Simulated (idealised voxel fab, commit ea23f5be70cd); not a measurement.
process module | voxel air gaps
cross-section cut | 210 nm wide | cells 5 nm
A cross-section is a grid of square cells, given in bands from the top down. A band is one or more rows of cells.
Each band's line starts with the height of the band's top and of its bottom, in nm. Then come its materials from left to right, each with its width in nm. One material with "throughout" fills the band from edge to edge. "air" is empty space.
Height 0 is the level under which the wafer as received is all one material. The lowest band goes on downwards, as in "0 down".
A width such as "30 to 40" changes by the same amount from each row of cells to the next, from the band's top row to its bottom row.
"no change" after a step means that no cell of the cross-section changed.
closed voids: empty space of 8 cells or more with no open way to the top, each as width x height at its distance from the left edge, in nm
after a step's settings: what the simulator itself notes on the step
overlay nm, on a step with a mask: how far to the right of its planned place the mask lay; to the left if negative
plan
1 op RECEIVE | material Si
2 op CONFORMAL_DEP | material SiO2 | thk nm 10
3 op CONFORMAL_DEP | material SiN | thk nm 5
4 op DIRECTIONAL_DEP | material lowk | thk nm 35
5 op DIRECTIONAL_DEP | material aC | thk nm 15
6 op PATTERN | tone open | mask id LINES | material resist | width nm 15 | pitch nm 45 | thk nm 30 | overlay nm 0
7 op DIRECTIONAL_ETCH | etch materials aC | depth nm 15
8 op STRIP | etch materials resist
9 op DIRECTIONAL_ETCH | etch materials lowk | depth nm 35
10 op STRIP | etch materials aC
11 op CONFORMAL_DEP | material TiN | thk nm 5
12 op FILL_DEP | material Ru | thk nm 5
13 op CMP | height nm 50
14 op EPI | material Ru | thk nm 10
15 op SELECTIVE_ETCH | etch materials lowk | depth nm 45
16 op CONFORMAL_DEP | material SiCN | thk nm 5
as received, after step 1
  0 down: Si throughout
  closed voids: none
first wafer at the end, as planned
  65 to 60: air 15 | SiCN 180 | air 15
  60 to 50: air 15 | SiCN 5 | Ru 35 | SiCN 10 | Ru 35 | SiCN 10 | Ru 35 | SiCN 10 | Ru 35 | SiCN 5 | air 15
  50 to 45: air 15 | SiCN 15 | TiN 5 | Ru 5 | TiN 5 | SiCN 30 | TiN 5 | Ru 5 | TiN 5 | SiCN 30 | TiN 5 | Ru 5 | TiN 5 | SiCN 30 | TiN 5 | Ru 5 | TiN 5 | SiCN 15 | air 15
  45 to 20: air 25 | SiCN 5 | TiN 5 | Ru 5 | TiN 5 | SiCN 5 | air 20 | SiCN 5 | TiN 5 | Ru 5 | TiN 5 | SiCN 5 | air 20 | SiCN 5 | TiN 5 | Ru 5 | TiN 5 | SiCN 5 | air 20 | SiCN 5 | TiN 5 | Ru 5 | TiN 5 | SiCN 5 | air 25
  20 to 15: SiCN 30 | TiN 15 | SiCN 30 | TiN 15 | SiCN 30 | TiN 15 | SiCN 30 | TiN 15 | SiCN 30
  15 to 10: SiN throughout
  10 to 0: SiO2 throughout
  0 down: Si throughout
  closed voids: 20 x 25 at 50; 20 x 25 at 95; 20 x 25 at 140
second wafer at the end: like start, like plan, one mistake
  75 to 70: air 5 | SiCN 200 | air 5
  70 to 50: air 5 | SiCN 5 | Ru 190 | SiCN 5 | air 5
  50 to 45: air 5 | SiCN 25 | TiN 5 | Ru 5 | TiN 5 | lowk 30 | TiN 5 | Ru 5 | TiN 5 | lowk 30 | TiN 5 | Ru 5 | TiN 5 | lowk 30 | TiN 5 | Ru 5 | TiN 5 | SiCN 25 | air 5
  45 to 20: air 25 | SiCN 5 | TiN 5 | Ru 5 | TiN 5 | lowk 30 | TiN 5 | Ru 5 | TiN 5 | lowk 30 | TiN 5 | Ru 5 | TiN 5 | lowk 30 | TiN 5 | Ru 5 | TiN 5 | SiCN 5 | air 25
  20 to 15: SiCN 30 | TiN 15 | lowk 30 | TiN 15 | lowk 30 | TiN 15 | lowk 30 | TiN 15 | SiCN 30
  15 to 10: SiN throughout
  10 to 0: SiO2 throughout
  0 down: Si throughout
  closed voids: none
what went wrong: step 14 was run twice
at the end the second wafer has, in cells: 96 more of Ru | 66 fewer of SiCN | 126 more of lowk
closed voids at the end (first wafer, second wafer): 3, 0
